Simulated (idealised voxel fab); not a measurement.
Name of the process module below: voxel quadruple lines
Pictured: cross-section cut, 290 nm wide, on a grid of 5 nm square cells.
A cross-section is a grid of square cells, given in bands from the top down. A band is one or more rows of cells. Band: top height; bottom height; in nm. Then, left to right: material with width in nm, for each material. "edge to edge": a single material spanning edge to edge. "empty": empty space. Measure heights from 0. That's the level where, below it, the as-received wafer is all one material. The lowest band is bottomless and extends downward; write it as in "top 0, no bottom". A width given as "30->40" starts at the first number in the band's top row and ends at the second number in its bottom row, shifting by an equal amount at every step from row to row. No cell of the cross-section changed in a step that is given as "nothing got changed". Closed empty spaces (no open way to the top) of 8 cells or more are what "Sealed internal voids" lists, each as width x height at distance from the left edge, nm for all three. Past the settings on a step's line: simulator remark, on that step. If you see "overlay nm" on a step's line and that step has a mask, it's telling you how far right of where it was planned the mask ended up; a negative number means it went left instead.

This section lists the process steps that were planned:
1 RECEIVE with material Si
2 CONFORMAL_DEP with material Al2O3, thk nm 10
3 DIRECTIONAL_DEP with material Ru, thk nm 15
4 DIRECTIONAL_DEP with material polySi, thk nm 20
5 DIRECTIONAL_DEP with material aC, thk nm 20
6 PATTERN with tone cover, mask id MANDREL, material resist, width nm 25, thk nm 30, overlay nm -15
7 DIRECTIONAL_ETCH with etch materials aC, depth nm 20
8 STRIP with etch materials resist
9 CONFORMAL_DEP with material SiO2, thk nm 15
10 DIRECTIONAL_ETCH with etch materials SiO2, depth nm 15
11 STRIP with etch materials aC
12 DIRECTIONAL_ETCH with etch materials polySi, depth nm 20
13 STRIP with etch materials SiO2
14 CONFORMAL_DEP with material SiN, thk nm 5
15 DIRECTIONAL_ETCH with etch materials SiN, depth nm 5
16 STRIP with etch materials polySi
17 DIRECTIONAL_ETCH with etch materials Ru, depth nm 15
18 STRIP with etch materials SiN
19 FILL_DEP with material lowk, thk nm 5
20 CMP with height nm 25
For clarity, it should be stated that the wafers under discussion commence in an identical condition and differ with respect to the overlay nm of step 6, the plan indicating the value that the first wafer had.

Cross-section of the first of several wafers on receipt, reflecting completion of step 1:
    top 0, no bottom = Si edge to edge
    Sealed internal voids: none

The table below has one row for each wafer; a row shows, as of the end of the module, how many cells of each material the wafer has gained, marked (+), or lost, marked (-), since it was received, and then the wafer's closed voids:
overlay nm -15, +116 Al2O3, +12 Ru, +162 lowk, Sealed internal voids: none
overlay nm -10, +116 Al2O3, +12 Ru, +162 lowk, Sealed internal voids: none
overlay nm -5, +116 Al2O3, +12 Ru, +162 lowk, Sealed internal voids: none
overlay nm 0, +116 Al2O3, +12 Ru, +162 lowk, Sealed internal voids: none
overlay nm 5, +116 Al2O3, +12 Ru, +162 lowk, Sealed internal voids: none
overlay nm 10, +116 Al2O3, +12 Ru, +162 lowk, Sealed internal voids: none
overlay nm 15, +116 Al2O3, +12 Ru, +162 lowk, Sealed internal voids: none
